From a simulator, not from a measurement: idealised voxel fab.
process module | voxel capacitor over wiring
cross-section cut | 245 nm wide | cells 5 nm
A cross-section is a grid of square cells, given in bands from the top down. A band is one or more rows of cells.
Each band's line starts with the height of the band's top and of its bottom, in nm. Then come its materials from left to right, each with its width in nm. One material with "throughout" fills the band from edge to edge. "air" is empty space.
Height 0 is the level under which the wafer as received is all one material. The lowest band goes on downwards, as in "0 down".
A width such as "30 to 40" changes by the same amount from each row of cells to the next, from the band's top row to its bottom row.
"no change" after a step means that no cell of the cross-section changed.
closed voids: empty space of 8 cells or more with no open way to the top, each as width x height at its distance from the left edge, in nm
after a step's settings: what the simulator itself notes on the step
overlay nm, on a step with a mask: how far to the right of its planned place the mask lay; to the left if negative
Each pair below shows a cross-section before one step and the cross-section after it, down to the lowest band that changed. The line under each pair gives the step between them, with its settings. The pairs can come from different runs of this module on the same starting wafer, so a pair continues from the pair above only where its "before" says so.
before
  0 down: Si throughout
  closed voids: none
after
  10 to 0: SiO2 throughout
  below 0: unchanged
  closed voids: none
the step between: op CONFORMAL_DEP | material SiO2 | thk nm 10
before: the cross-section after the pair above
after
  15 to 10: TiN throughout
  below 10: unchanged
  closed voids: none
the step between: op DIRECTIONAL_DEP | material TiN | thk nm 5
before: the cross-section after the pair above
after
  30 to 15: Ru throughout
  below 15: unchanged
  closed voids: none
the step between: op DIRECTIONAL_DEP | material Ru | thk nm 15
before: the cross-section after the pair above
after
  50 to 30: air 70 | resist 20 | air 65 | resist 20 | air 70
  below 30: unchanged
  closed voids: none
the step between: op PATTERN | tone cover | mask id METAL_1 | material resist | width nm 20 | pitch nm 85 | thk nm 20 | overlay nm 0
before: the cross-section after the pair above
after
  50 to 30: air 70 | resist 20 | air 65 | resist 20 | air 70
  30 to 15: air 70 | Ru 20 | air 65 | Ru 20 | air 70
  below 15: unchanged
  closed voids: none
the step between: op DIRECTIONAL_ETCH | etch materials Ru | depth nm 15
before: the cross-section after the pair above
after
  50 to 30: air 70 | resist 20 | air 65 | resist 20 | air 70
  30 to 15: air 70 | Ru 20 | air 65 | Ru 20 | air 70
  15 to 10: air 70 | TiN 20 | air 65 | TiN 20 | air 70
  below 10: unchanged
  closed voids: none
the step between: op DIRECTIONAL_ETCH | etch materials TiN | depth nm 5
before: the cross-section after the pair above
after
  30 to 15: air 70 | Ru 20 | air 65 | Ru 20 | air 70
  below 15: unchanged
  closed voids: none
the step between: op STRIP | etch materials resist
before: the cross-section after the pair above
after
  35 to 30: air 65 | SiN 30 | air 55 | SiN 30 | air 65
  30 to 15: air 65 | SiN 5 | Ru 20 | SiN 5 | air 55 | SiN 5 | Ru 20 | SiN 5 | air 65
  15 to 10: SiN 70 | TiN 20 | SiN 65 | TiN 20 | SiN 70
  below 10: unchanged
  closed voids: none
the step between: op CONFORMAL_DEP | material SiN | thk nm 5
before: the cross-section after the pair above
after
  45 to 35: SiO2 throughout
  35 to 30: SiO2 65 | SiN 30 | SiO2 55 | SiN 30 | SiO2 65
  30 to 15: SiO2 65 | SiN 5 | Ru 20 | SiN 5 | SiO2 55 | SiN 5 | Ru 20 | SiN 5 | SiO2 65
  below 15: unchanged
  closed voids: none
the step between: op FILL_DEP | material SiO2 | thk nm 10
before: the cross-section after the pair above
after
  30 to 15: SiO2 65 | SiN 5 | Ru 20 | SiN 5 | SiO2 55 | SiN 5 | Ru 20 | SiN 5 | SiO2 65
  below 15: unchanged
  closed voids: none
the step between: op CMP | height nm 30
before: the cross-section after the pair above
after
  35 to 30: SiCN throughout
  below 30: unchanged
  closed voids: none
the step between: op CONFORMAL_DEP | material SiCN | thk nm 5
before: the cross-section after the pair above
after
  50 to 35: SiO2 throughout
  below 35: unchanged
  closed voids: none
the step between: op DIRECTIONAL_DEP | material SiO2 | thk nm 15
before: the cross-section after the pair above
after
  60 to 50: aC throughout
  below 50: unchanged
  closed voids: none
the step between: op DIRECTIONAL_DEP | material aC | thk nm 10
before: the cross-section after the pair above
after
  85 to 60: resist 75 | air 15 | resist 155
  below 60: unchanged
  closed voids: none
the step between: op PATTERN | tone open | mask id PLUG_1 | material resist | width nm 15 | thk nm 25 | overlay nm 0
before: the cross-section after the pair above
after
  75 to 60: resist 75 | air 15 | resist 155
  60 to 50: aC 75 | air 15 | aC 155
  below 50: unchanged
  closed voids: none
the step between: op DIRECTIONAL_ETCH | etch materials aC | depth nm 10
before: the cross-section after the pair above
after
  60 to 50: aC 75 | air 15 | aC 155
  below 50: unchanged
  closed voids: none
the step between: op STRIP | etch materials resist
before: the cross-section after the pair above
after
  60 to 50: aC 75 | air 15 | aC 155
  50 to 35: SiO2 75 | air 15 | SiO2 155
  below 35: unchanged
  closed voids: none
the step between: op DIRECTIONAL_ETCH | etch materials SiO2 | depth nm 15
before: the cross-section after the pair above
after
  60 to 50: aC 75 | air 15 | aC 155
  50 to 35: SiO2 75 | air 15 | SiO2 155
  35 to 30: SiCN 75 | air 15 | SiCN 155
  below 30: unchanged
  closed voids: none
the step between: op DIRECTIONAL_ETCH | etch materials SiCN | depth nm 5
before: the cross-section after the pair above
after
  50 to 35: SiO2 75 | air 15 | SiO2 155
  below 35: unchanged
  closed voids: none
the step between: op STRIP | etch materials aC
before: the cross-section after the pair above
after
  50 to 40: SiO2 75 | air 15 | SiO2 155
  40 to 35: SiO2 75 | Ru 15 | SiO2 155
  35 to 30: SiCN 75 | Ru 15 | SiCN 155
  below 30: unchanged
  closed voids: none
the step between: op EPI | material Ru | thk nm 10
before: the cross-section after the pair above
after
  50 to 35: SiO2 75 | Ru 15 | SiO2 155
  below 35: unchanged
  closed voids: none
the step between: op EPI | material Ru | thk nm 10
before: the cross-section after the pair above
after
  60 to 50: TiN throughout
  below 50: unchanged
  closed voids: none
the step between: op DIRECTIONAL_DEP | material TiN | thk nm 10
before: the cross-section after the pair above
after
  65 to 60: SiN throughout
  below 60: unchanged
  closed voids: none
the step between: op DIRECTIONAL_DEP | material SiN | thk nm 5
before: the cross-section after the pair above
after
  75 to 65: TiN throughout
  below 65: unchanged
  closed voids: none
the step between: op DIRECTIONAL_DEP | material TiN | thk nm 10
before: the cross-section after the pair above
after
  90 to 75: air 75 | resist 70 | air 100
  below 75: unchanged
  closed voids: none
the step between: op PATTERN | tone cover | mask id UPPER_PLATE | material resist | width nm 70 | thk nm 15 | overlay nm 0
before: the cross-section after the pair above
after
  90 to 75: air 75 | resist 70 | air 100
  75 to 65: air 75 | TiN 70 | air 100
  below 65: unchanged
  closed voids: none
the step between: op DIRECTIONAL_ETCH | etch materials TiN | depth nm 10
before: the cross-section after the pair above
after
  90 to 75: air 75 | resist 70 | air 100
  75 to 65: air 75 | TiN 70 | air 100
  65 to 60: air 75 | SiN 70 | air 100
  below 60: unchanged
  closed voids: none
the step between: op DIRECTIONAL_ETCH | etch materials SiN | depth nm 5
before: the cross-section after the pair above
after
  75 to 65: air 75 | TiN 70 | air 100
  below 65: unchanged
  closed voids: none
the step between: op STRIP | etch materials resist
before: the cross-section after the pair above
after
  90 to 75: air 70 | resist 80 | air 95
  75 to 65: air 70 | resist 5 | TiN 70 | resist 5 | air 95
  65 to 60: air 70 | resist 5 | SiN 70 | resist 5 | air 95
  below 60: unchanged
  closed voids: none
the step between: op PATTERN | tone cover | mask id LOWER_PLATE | material resist | width nm 80 | thk nm 15 | overlay nm 0
before: the cross-section after the pair above
after
  90 to 75: air 70 | resist 80 | air 95
  75 to 65: air 70 | resist 5 | TiN 70 | resist 5 | air 95
  65 to 60: air 70 | resist 5 | SiN 70 | resist 5 | air 95
  60 to 50: air 70 | TiN 80 | air 95
  below 50: unchanged
  closed voids: none
the step between: op DIRECTIONAL_ETCH | etch materials TiN | depth nm 10
before: the cross-section after the pair above
after
  75 to 65: air 75 | TiN 70 | air 100
  65 to 60: air 75 | SiN 70 | air 100
  below 60: unchanged
  closed voids: none
the step between: op STRIP | etch materials resist
before: the cross-section after the pair above
after
  95 to 75: SiO2 throughout
  75 to 65: SiO2 75 | TiN 70 | SiO2 100
  65 to 60: SiO2 75 | SiN 70 | SiO2 100
  60 to 50: SiO2 70 | TiN 80 | SiO2 95
  below 50: unchanged
  closed voids: none
the step between: op FILL_DEP | material SiO2 | thk nm 20
before: the cross-section after the pair above
after
  90 to 75: SiO2 throughout
  below 75: unchanged
  closed voids: none
the step between: op CMP | height nm 90
before: the cross-section after the pair above
after
  105 to 90: resist 85 | air 15 | resist 145
  below 90: unchanged
  closed voids: none
the step between: op PATTERN | tone open | mask id PLUG_2 | material resist | width nm 15 | thk nm 15 | overlay nm 0
before: the cross-section after the pair above
after
  105 to 90: resist 85 | air 15 | resist 145
  90 to 75: SiO2 85 | air 15 | SiO2 145
  below 75: unchanged
  closed voids: none
the step between: op DIRECTIONAL_ETCH | etch materials SiO2 | depth nm 15
before: the cross-section after the pair above
after
  90 to 75: SiO2 85 | air 15 | SiO2 145
  below 75: unchanged
  closed voids: none
the step between: op STRIP | etch materials resist
before: the cross-section after the pair above
after
  95 to 90: TiN 90 | air 5 | TiN 150
  90 to 80: SiO2 85 | TiN 5 | air 5 | TiN 5 | SiO2 145
  80 to 75: SiO2 85 | TiN 15 | SiO2 145
  below 75: unchanged
  closed voids: none
the step between: op CONFORMAL_DEP | material TiN | thk nm 5
before: the cross-section after the pair above
after
  105 to 95: W throughout
  95 to 90: TiN 90 | W 5 | TiN 150
  90 to 80: SiO2 85 | TiN 5 | W 5 | TiN 5 | SiO2 145
  below 80: unchanged
  closed voids: none
the step between: op FILL_DEP | material W | thk nm 10
before: the cross-section after the pair above
after
  90 to 80: SiO2 85 | TiN 5 | W 5 | TiN 5 | SiO2 145
  below 80: unchanged
  closed voids: none
the step between: op CMP | height nm 90
before: the cross-section after the pair above
after
  95 to 90: SiN throughout
  below 90: unchanged
  closed voids: none
the step between: op CONFORMAL_DEP | material SiN | thk nm 5
before
  45 to 35: SiO2 throughout
  35 to 30: SiO2 65 | SiN 30 | SiO2 55 | SiN 30 | SiO2 65
  30 to 15: SiO2 65 | SiN 5 | Ru 20 | SiN 5 | SiO2 55 | SiN 5 | Ru 20 | SiN 5 | SiO2 65
  15 to 10: SiN 70 | TiN 20 | SiN 65 | TiN 20 | SiN 70
  10 to 0: SiO2 throughout
  0 down: Si throughout
  closed voids: none
after
  50 to 45: SiCN throughout
  below 45: unchanged
  closed voids: none
the step between: op CONFORMAL_DEP | material SiCN | thk nm 5
before: the cross-section after the pair above
after
  65 to 50: SiO2 throughout
  below 50: unchanged
  closed voids: none
the step between: op DIRECTIONAL_DEP | material SiO2 | thk nm 15
before: the cross-section after the pair above
after
  75 to 65: aC throughout
  below 65: unchanged
  closed voids: none
the step between: op DIRECTIONAL_DEP | material aC | thk nm 10
before: the cross-section after the pair above
after
  100 to 75: resist 75 | air 15 | resist 155
  below 75: unchanged
  closed voids: none
the step between: op PATTERN | tone open | mask id PLUG_1 | material resist | width nm 15 | thk nm 25 | overlay nm 0
before: the cross-section after the pair above
after
  90 to 75: resist 75 | air 15 | resist 155
  75 to 65: aC 75 | air 15 | aC 155
  below 65: unchanged
  closed voids: none
the step between: op DIRECTIONAL_ETCH | etch materials aC | depth nm 10
before: the cross-section after the pair above
after
  75 to 65: aC 75 | air 15 | aC 155
  below 65: unchanged
  closed voids: none
the step between: op STRIP | etch materials resist
before: the cross-section after the pair above
after
  75 to 65: aC 75 | air 15 | aC 155
  65 to 50: SiO2 75 | air 15 | SiO2 155
  below 50: unchanged
  closed voids: none
the step between: op DIRECTIONAL_ETCH | etch materials SiO2 | depth nm 15
before: the cross-section after the pair above
after
  75 to 65: aC 75 | air 15 | aC 155
  65 to 50: SiO2 75 | air 15 | SiO2 155
  50 to 45: SiCN 75 | air 15 | SiCN 155
  below 45: unchanged
  closed voids: none
the step between: op DIRECTIONAL_ETCH | etch materials SiCN | depth nm 5
before: the cross-section after the pair above
after
  65 to 50: SiO2 75 | air 15 | SiO2 155
  below 50: unchanged
  closed voids: none
the step between: op STRIP | etch materials aC
before: the cross-section after the pair above
after
  75 to 65: TiN 75 | air 15 | TiN 155
  65 to 55: SiO2 75 | air 15 | SiO2 155
  55 to 50: SiO2 75 | TiN 15 | SiO2 155
  50 to 45: SiCN 75 | TiN 15 | SiCN 155
  below 45: unchanged
  closed voids: none
the step between: op DIRECTIONAL_DEP | material TiN | thk nm 10
before: the cross-section after the pair above
after
  80 to 75: SiN 75 | air 15 | SiN 155
  75 to 65: TiN 75 | air 15 | TiN 155
  65 to 60: SiO2 75 | air 15 | SiO2 155
  60 to 55: SiO2 75 | SiN 15 | SiO2 155
  below 55: unchanged
  closed voids: none
the step between: op DIRECTIONAL_DEP | material SiN | thk nm 5
before: the cross-section after the pair above
after
  90 to 80: TiN 75 | air 15 | TiN 155
  80 to 75: SiN 75 | air 15 | SiN 155
  75 to 70: TiN 75 | air 15 | TiN 155
  70 to 65: TiN throughout
  65 to 60: SiO2 75 | TiN 15 | SiO2 155
  below 60: unchanged
  closed voids: none
the step between: op DIRECTIONAL_DEP | material TiN | thk nm 10
before: the cross-section after the pair above
after
  105 to 90: air 75 | resist 70 | air 100
  90 to 80: TiN 75 | resist 15 | TiN 155
  80 to 75: SiN 75 | resist 15 | SiN 155
  75 to 70: TiN 75 | resist 15 | TiN 155
  below 70: unchanged
  closed voids: none
the step between: op PATTERN | tone cover | mask id UPPER_PLATE | material resist | width nm 70 | thk nm 15 | overlay nm 0
before: the cross-section after the pair above
after
  105 to 90: air 75 | resist 70 | air 100
  90 to 80: air 75 | resist 15 | TiN 55 | air 100
  below 80: unchanged
  closed voids: none
the step between: op DIRECTIONAL_ETCH | etch materials TiN | depth nm 10
before: the cross-section after the pair above
after
  105 to 90: air 75 | resist 70 | air 100
  90 to 80: air 75 | resist 15 | TiN 55 | air 100
  80 to 75: air 75 | resist 15 | SiN 55 | air 100
  below 75: unchanged
  closed voids: none
the step between: op DIRECTIONAL_ETCH | etch materials SiN | depth nm 5
before: the cross-section after the pair above
after
  90 to 80: air 90 | TiN 55 | air 100
  80 to 75: air 90 | SiN 55 | air 100
  75 to 70: TiN 75 | air 15 | TiN 155
  below 70: unchanged
  closed voids: none
the step between: op STRIP | etch materials resist
before: the cross-section after the pair above
after
  105 to 90: air 70 | resist 80 | air 95
  90 to 80: air 70 | resist 20 | TiN 55 | resist 5 | air 95
  80 to 75: air 70 | resist 20 | SiN 55 | resist 5 | air 95
  75 to 70: TiN 75 | resist 15 | TiN 155
  below 70: unchanged
  closed voids: none
the step between: op PATTERN | tone cover | mask id LOWER_PLATE | material resist | width nm 80 | thk nm 15 | overlay nm 0
before: the cross-section after the pair above
after
  105 to 90: air 70 | resist 80 | air 95
  90 to 80: air 70 | resist 20 | TiN 55 | resist 5 | air 95
  80 to 75: air 70 | resist 20 | SiN 55 | resist 5 | air 95
  75 to 70: air 70 | TiN 5 | resist 15 | TiN 60 | air 95
  70 to 65: air 70 | TiN 80 | air 95
  below 65: unchanged
  closed voids: none
the step between: op DIRECTIONAL_ETCH | etch materials TiN | depth nm 10
before: the cross-section after the pair above
after
  90 to 80: air 90 | TiN 55 | air 100
  80 to 75: air 90 | SiN 55 | air 100
  75 to 70: air 70 | TiN 5 | air 15 | TiN 60 | air 95
  below 70: unchanged
  closed voids: none
the step between: op STRIP | etch materials resist
before: the cross-section after the pair above
after
  110 to 90: SiO2 throughout
  90 to 80: SiO2 90 | TiN 55 | SiO2 100
  80 to 75: SiO2 90 | SiN 55 | SiO2 100
  75 to 70: SiO2 70 | TiN 5 | SiO2 15 | TiN 60 | SiO2 95
  70 to 60: SiO2 70 to 75 | TiN 80 to 15 | SiO2 95 to 155
  below 60: unchanged
  closed voids: none
the step between: op FILL_DEP | material SiO2 | thk nm 20
before: the cross-section after the pair above
after
  90 to 80: SiO2 90 | TiN 55 | SiO2 100
  below 80: unchanged
  closed voids: none
the step between: op CMP | height nm 90
before: the cross-section after the pair above
after
  105 to 90: resist 85 | air 15 | resist 145
  below 90: unchanged
  closed voids: none
the step between: op PATTERN | tone open | mask id PLUG_2 | material resist | width nm 15 | thk nm 15 | overlay nm 0
before: the cross-section after the pair above
after
  105 to 90: resist 85 | air 15 | resist 145
  90 to 80: SiO2 85 | air 5 | TiN 55 | SiO2 100
  80 to 75: SiO2 85 | air 5 | SiN 55 | SiO2 100
  below 75: unchanged
  closed voids: none
the step between: op DIRECTIONAL_ETCH | etch materials SiO2 | depth nm 15
before: the cross-section after the pair above
after
  90 to 80: SiO2 85 | air 5 | TiN 55 | SiO2 100
  below 80: unchanged
  closed voids: none
the step between: op STRIP | etch materials resist
before: the cross-section after the pair above
after
  95 to 90: TiN throughout
  90 to 80: SiO2 85 | TiN 60 | SiO2 100
  80 to 75: SiO2 85 | TiN 5 | SiN 55 | SiO2 100
  below 75: unchanged
  closed voids: none
the step between: op CONFORMAL_DEP | material TiN | thk nm 5
before: the cross-section after the pair above
after
  105 to 95: W throughout
  below 95: unchanged
  closed voids: none
the step between: op FILL_DEP | material W | thk nm 10
before: the cross-section after the pair above
after
  90 to 80: SiO2 85 | TiN 60 | SiO2 100
  below 80: unchanged
  closed voids: none
the step between: op CMP | height nm 90
before: the cross-section after the pair above
after
  95 to 90: SiN throughout
  below 90: unchanged
  closed voids: none
the step between: op CONFORMAL_DEP | material SiN | thk nm 5
before
  50 to 35: SiO2 75 | Ru 15 | SiO2 155
  35 to 30: SiCN 75 | Ru 15 | SiCN 155
  30 to 15: SiO2 65 | SiN 5 | Ru 20 | SiN 5 | SiO2 55 | SiN 5 | Ru 20 | SiN 5 | SiO2 65
  15 to 10: SiN 70 | TiN 20 | SiN 65 | TiN 20 | SiN 70
  10 to 0: SiO2 throughout
  0 down: Si throughout
  closed voids: none
after
  60 to 50: air 65 | Ru 35 | air 145
  below 50: unchanged
  closed voids: none
the step between: op EPI | material Ru | thk nm 10
before: the cross-section after the pair above
after
  70 to 60: air 65 | TiN 35 | air 145
  60 to 50: TiN 65 | Ru 35 | TiN 145
  below 50: unchanged
  closed voids: none
the step between: op DIRECTIONAL_DEP | material TiN | thk nm 10
before: the cross-section after the pair above
after
  75 to 70: air 65 | SiN 35 | air 145
  70 to 65: air 65 | TiN 35 | air 145
  65 to 60: SiN 65 | TiN 35 | SiN 145
  below 60: unchanged
  closed voids: none
the step between: op DIRECTIONAL_DEP | material SiN | thk nm 5
before: the cross-section after the pair above
after
  85 to 75: air 65 | TiN 35 | air 145
  75 to 70: TiN 65 | SiN 35 | TiN 145
  70 to 65: TiN throughout
  below 65: unchanged
  closed voids: none
the step between: op DIRECTIONAL_DEP | material TiN | thk nm 10
before: the cross-section after the pair above
after
  100 to 85: air 75 | resist 70 | air 100
  85 to 75: air 65 | TiN 35 | resist 45 | air 100
  below 75: unchanged
  closed voids: none
the step between: op PATTERN | tone cover | mask id UPPER_PLATE | material resist | width nm 70 | thk nm 15 | overlay nm 0
before: the cross-section after the pair above
after
  100 to 85: air 75 | resist 70 | air 100
  85 to 75: air 75 | TiN 25 | resist 45 | air 100
  75 to 70: air 65 | SiN 35 | TiN 45 | air 100
  70 to 65: air 65 | TiN 80 | air 100
  below 65: unchanged
  closed voids: none
the step between: op DIRECTIONAL_ETCH | etch materials TiN | depth nm 10
before: the cross-section after the pair above
after
  100 to 85: air 75 | resist 70 | air 100
  85 to 75: air 75 | TiN 25 | resist 45 | air 100
  75 to 70: air 75 | SiN 25 | TiN 45 | air 100
  70 to 65: air 65 | TiN 80 | air 100
  65 to 60: air 65 | TiN 35 | SiN 45 | air 100
  below 60: unchanged
  closed voids: none
the step between: op DIRECTIONAL_ETCH | etch materials SiN | depth nm 5
before: the cross-section after the pair above
after
  85 to 75: air 75 | TiN 25 | air 145
  below 75: unchanged
  closed voids: none
the step between: op STRIP | etch materials resist
before: the cross-section after the pair above
after
  100 to 85: air 70 | resist 80 | air 95
  85 to 75: air 70 | resist 5 | TiN 25 | resist 50 | air 95
  75 to 70: air 70 | resist 5 | SiN 25 | TiN 45 | resist 5 | air 95
  70 to 65: air 65 | TiN 80 | resist 5 | air 95
  65 to 60: air 65 | TiN 35 | SiN 45 | resist 5 | air 95
  below 60: unchanged
  closed voids: none
the step between: op PATTERN | tone cover | mask id LOWER_PLATE | material resist | width nm 80 | thk nm 15 | overlay nm 0
before: the cross-section after the pair above
after
  100 to 85: air 70 | resist 80 | air 95
  85 to 75: air 70 | resist 5 | TiN 25 | resist 50 | air 95
  75 to 70: air 70 | resist 5 | SiN 25 | TiN 45 | resist 5 | air 95
  70 to 65: air 70 | TiN 75 | resist 5 | air 95
  65 to 60: air 70 | TiN 30 | SiN 45 | resist 5 | air 95
  60 to 50: air 65 | Ru 35 | TiN 50 | air 95
  below 50: unchanged
  closed voids: none
the step between: op DIRECTIONAL_ETCH | etch materials TiN | depth nm 10
before: the cross-section after the pair above
after
  85 to 75: air 75 | TiN 25 | air 145
  75 to 70: air 75 | SiN 25 | TiN 45 | air 100
  70 to 65: air 70 | TiN 75 | air 100
  65 to 60: air 70 | TiN 30 | SiN 45 | air 100
  below 60: unchanged
  closed voids: none
the step between: op STRIP | etch materials resist
before: the cross-section after the pair above
after
  105 to 85: SiO2 throughout
  85 to 75: SiO2 75 | TiN 25 | SiO2 145
  75 to 70: SiO2 75 | SiN 25 | TiN 45 | SiO2 100
  70 to 65: SiO2 70 | TiN 75 | SiO2 100
  65 to 60: SiO2 70 | TiN 30 | SiN 45 | SiO2 100
  60 to 50: SiO2 65 | Ru 35 | TiN 50 | SiO2 95
  below 50: unchanged
  closed voids: none
the step between: op FILL_DEP | material SiO2 | thk nm 20
before: the cross-section after the pair above
after
  90 to 85: SiO2 throughout
  below 85: unchanged
  closed voids: none
the step between: op CMP | height nm 90
before: the cross-section after the pair above
after
  105 to 90: resist 85 | air 15 | resist 145
  below 90: unchanged
  closed voids: none
the step between: op PATTERN | tone open | mask id PLUG_2 | material resist | width nm 15 | thk nm 15 | overlay nm 0
before: the cross-section after the pair above
after
  105 to 90: resist 85 | air 15 | resist 145
  90 to 85: SiO2 85 | air 15 | SiO2 145
  below 85: unchanged
  closed voids: none
the step between: op DIRECTIONAL_ETCH | etch materials SiO2 | depth nm 15
before: the cross-section after the pair above
after
  90 to 85: SiO2 85 | air 15 | SiO2 145
  below 85: unchanged
  closed voids: none
the step between: op STRIP | etch materials resist
before: the cross-section after the pair above
after
  95 to 90: TiN 90 | air 5 | TiN 150
  90 to 85: SiO2 85 | TiN 15 | SiO2 145
  below 85: unchanged
  closed voids: none
the step between: op CONFORMAL_DEP | material TiN | thk nm 5
before: the cross-section after the pair above
after
  105 to 95: W throughout
  95 to 90: TiN 90 | W 5 | TiN 150
  below 90: unchanged
  closed voids: none
the step between: op FILL_DEP | material W | thk nm 10
before: the cross-section after the pair above
after
  90 to 85: SiO2 85 | TiN 15 | SiO2 145
  below 85: unchanged
  closed voids: none
the step between: op CMP | height nm 90
before: the cross-section after the pair above
after
  95 to 90: SiN throughout
  below 90: unchanged
  closed voids: none
the step between: op CONFORMAL_DEP | material SiN | thk nm 5
before
  50 to 35: SiO2 75 | Ru 15 | SiO2 155
  35 to 30: SiCN 75 | Ru 15 | SiCN 155
  30 to 15: SiO2 65 | SiN 5 | Ru 20 | SiN 5 | SiO2 55 | SiN 5 | Ru 20 | SiN 5 | SiO2 65
  15 to 10: SiN 70 | TiN 20 | SiN 65 | TiN 20 | SiN 70
  10 to 0: SiO2 throughout
  0 down: Si throughout
  closed voids: none
after
  55 to 50: SiN throughout
  below 50: unchanged
  closed voids: none
the step between: op DIRECTIONAL_DEP | material SiN | thk nm 5
before: the cross-section after the pair above
after
  65 to 55: TiN throughout
  below 55: unchanged
  closed voids: none
the step between: op DIRECTIONAL_DEP | material TiN | thk nm 10
before: the cross-section after the pair above
after
  75 to 55: TiN throughout
  below 55: unchanged
  closed voids: none
the step between: op DIRECTIONAL_DEP | material TiN | thk nm 10
before: the cross-section after the pair above
after
  90 to 75: air 75 | resist 70 | air 100
  below 75: unchanged
  closed voids: none
the step between: op PATTERN | tone cover | mask id UPPER_PLATE | material resist | width nm 70 | thk nm 15 | overlay nm 0
before: the cross-section after the pair above
after
  90 to 75: air 75 | resist 70 | air 100
  75 to 65: air 75 | TiN 70 | air 100
  below 65: unchanged
  closed voids: none
the step between: op DIRECTIONAL_ETCH | etch materials TiN | depth nm 10
before: the cross-section after the pair above
after
  75 to 65: air 75 | TiN 70 | air 100
  below 65: unchanged
  closed voids: none
the step between: op STRIP | etch materials resist
before: the cross-section after the pair above
after
  90 to 75: air 70 | resist 80 | air 95
  75 to 65: air 70 | resist 5 | TiN 70 | resist 5 | air 95
  below 65: unchanged
  closed voids: none
the step between: op PATTERN | tone cover | mask id LOWER_PLATE | material resist | width nm 80 | thk nm 15 | overlay nm 0
before: the cross-section after the pair above
after
  90 to 75: air 70 | resist 80 | air 95
  75 to 65: air 70 | resist 5 | TiN 70 | resist 5 | air 95
  65 to 55: air 70 | TiN 80 | air 95
  below 55: unchanged
  closed voids: none
the step between: op DIRECTIONAL_ETCH | etch materials TiN | depth nm 10
before: the cross-section after the pair above
after
  75 to 65: air 75 | TiN 70 | air 100
  below 65: unchanged
  closed voids: none
the step between: op STRIP | etch materials resist
before: the cross-section after the pair above
after
  95 to 75: SiO2 throughout
  75 to 65: SiO2 75 | TiN 70 | SiO2 100
  65 to 55: SiO2 70 | TiN 80 | SiO2 95
  below 55: unchanged
  closed voids: none
the step between: op FILL_DEP | material SiO2 | thk nm 20
before: the cross-section after the pair above
after
  90 to 75: SiO2 throughout
  below 75: unchanged
  closed voids: none
the step between: op CMP | height nm 90
before: the cross-section after the pair above
after
  105 to 90: resist 85 | air 15 | resist 145
  below 90: unchanged
  closed voids: none
the step between: op PATTERN | tone open | mask id PLUG_2 | material resist | width nm 15 | thk nm 15 | overlay nm 0
before: the cross-section after the pair above
after
  105 to 90: resist 85 | air 15 | resist 145
  90 to 75: SiO2 85 | air 15 | SiO2 145
  below 75: unchanged
  closed voids: none
the step between: op DIRECTIONAL_ETCH | etch materials SiO2 | depth nm 15
before: the cross-section after the pair above
after
  90 to 75: SiO2 85 | air 15 | SiO2 145
  below 75: unchanged
  closed voids: none
the step between: op STRIP | etch materials resist
before: the cross-section after the pair above
after
  95 to 90: TiN 90 | air 5 | TiN 150
  90 to 80: SiO2 85 | TiN 5 | air 5 | TiN 5 | SiO2 145
  80 to 75: SiO2 85 | TiN 15 | SiO2 145
  below 75: unchanged
  closed voids: none
the step between: op CONFORMAL_DEP | material TiN | thk nm 5
before: the cross-section after the pair above
after
  105 to 95: W throughout
  95 to 90: TiN 90 | W 5 | TiN 150
  90 to 80: SiO2 85 | TiN 5 | W 5 | TiN 5 | SiO2 145
  below 80: unchanged
  closed voids: none
the step between: op FILL_DEP | material W | thk nm 10
before: the cross-section after the pair above
after
  90 to 80: SiO2 85 | TiN 5 | W 5 | TiN 5 | SiO2 145
  below 80: unchanged
  closed voids: none
the step between: op CMP | height nm 90
before: the cross-section after the pair above
after
  95 to 90: SiN throughout
  below 90: unchanged
  closed voids: none
the step between: op CONFORMAL_DEP | material SiN | thk nm 5
before
  95 to 75: SiO2 throughout
  75 to 65: SiO2 75 | TiN 70 | SiO2 100
  65 to 60: SiO2 75 | SiN 70 | SiO2 100
  60 to 50: SiO2 70 | TiN 80 | SiO2 95
  50 to 35: SiO2 75 | Ru 15 | SiO2 155
  35 to 30: SiCN 75 | Ru 15 | SiCN 155
  30 to 15: SiO2 65 | SiN 5 | Ru 20 | SiN 5 | SiO2 55 | SiN 5 | Ru 20 | SiN 5 | SiO2 65
  15 to 10: SiN 70 | TiN 20 | SiN 65 | TiN 20 | SiN 70
  10 to 0: SiO2 throughout
  0 down: Si throughout
  closed voids: none
after
  80 to 75: SiO2 throughout
  below 75: unchanged
  closed voids: none
the step between: op CMP | height nm 80
before: the cross-section after the pair above
after
  95 to 80: resist 85 | air 15 | resist 145
  below 80: unchanged
  closed voids: none
the step between: op PATTERN | tone open | mask id PLUG_2 | material resist | width nm 15 | thk nm 15 | overlay nm 0
before: the cross-section after the pair above
after
  95 to 80: resist 85 | air 15 | resist 145
  80 to 75: SiO2 85 | air 15 | SiO2 145
  below 75: unchanged
  closed voids: none
the step between: op DIRECTIONAL_ETCH | etch materials SiO2 | depth nm 15
before: the cross-section after the pair above
after
  80 to 75: SiO2 85 | air 15 | SiO2 145
  below 75: unchanged
  closed voids: none
the step between: op STRIP | etch materials resist
before: the cross-section after the pair above
after
  85 to 80: TiN 90 | air 5 | TiN 150
  80 to 75: SiO2 85 | TiN 15 | SiO2 145
  below 75: unchanged
  closed voids: none
the step between: op CONFORMAL_DEP | material TiN | thk nm 5
before: the cross-section after the pair above
after
  95 to 85: W throughout
  85 to 80: TiN 90 | W 5 | TiN 150
  below 80: unchanged
  closed voids: none
the step between: op FILL_DEP | material W | thk nm 10
before: the cross-section after the pair above
after
  90 to 85: W throughout
  below 85: unchanged
  closed voids: none
the step between: op CMP | height nm 90
before: the cross-section after the pair above
after
  95 to 90: SiN throughout
  below 90: unchanged
  closed voids: none
the step between: op CONFORMAL_DEP | material SiN | thk nm 5
before
  60 to 50: aC throughout
  50 to 35: SiO2 throughout
  35 to 30: SiCN throughout
  30 to 15: SiO2 65 | SiN 5 | Ru 20 | SiN 5 | SiO2 55 | SiN 5 | Ru 20 | SiN 5 | SiO2 65
  15 to 10: SiN 70 | TiN 20 | SiN 65 | TiN 20 | SiN 70
  10 to 0: SiO2 throughout
  0 down: Si throughout
  closed voids: none
after
  85 to 60: resist 75 | air 20 | resist 150
  below 60: unchanged
  closed voids: none
the step between: op PATTERN | tone open | mask id PLUG_1 | material resist | width nm 20 | thk nm 25 | overlay nm 0
before: the cross-section after the pair above
after
  75 to 60: resist 75 | air 20 | resist 150
  60 to 50: aC 75 | air 20 | aC 150
  below 50: unchanged
  closed voids: none
the step between: op DIRECTIONAL_ETCH | etch materials aC | depth nm 10
before: the cross-section after the pair above
after
  60 to 50: aC 75 | air 20 | aC 150
  below 50: unchanged
  closed voids: none
the step between: op STRIP | etch materials resist
before: the cross-section after the pair above
after
  60 to 50: aC 75 | air 20 | aC 150
  50 to 35: SiO2 75 | air 20 | SiO2 150
  below 35: unchanged
  closed voids: none
the step between: op DIRECTIONAL_ETCH | etch materials SiO2 | depth nm 15
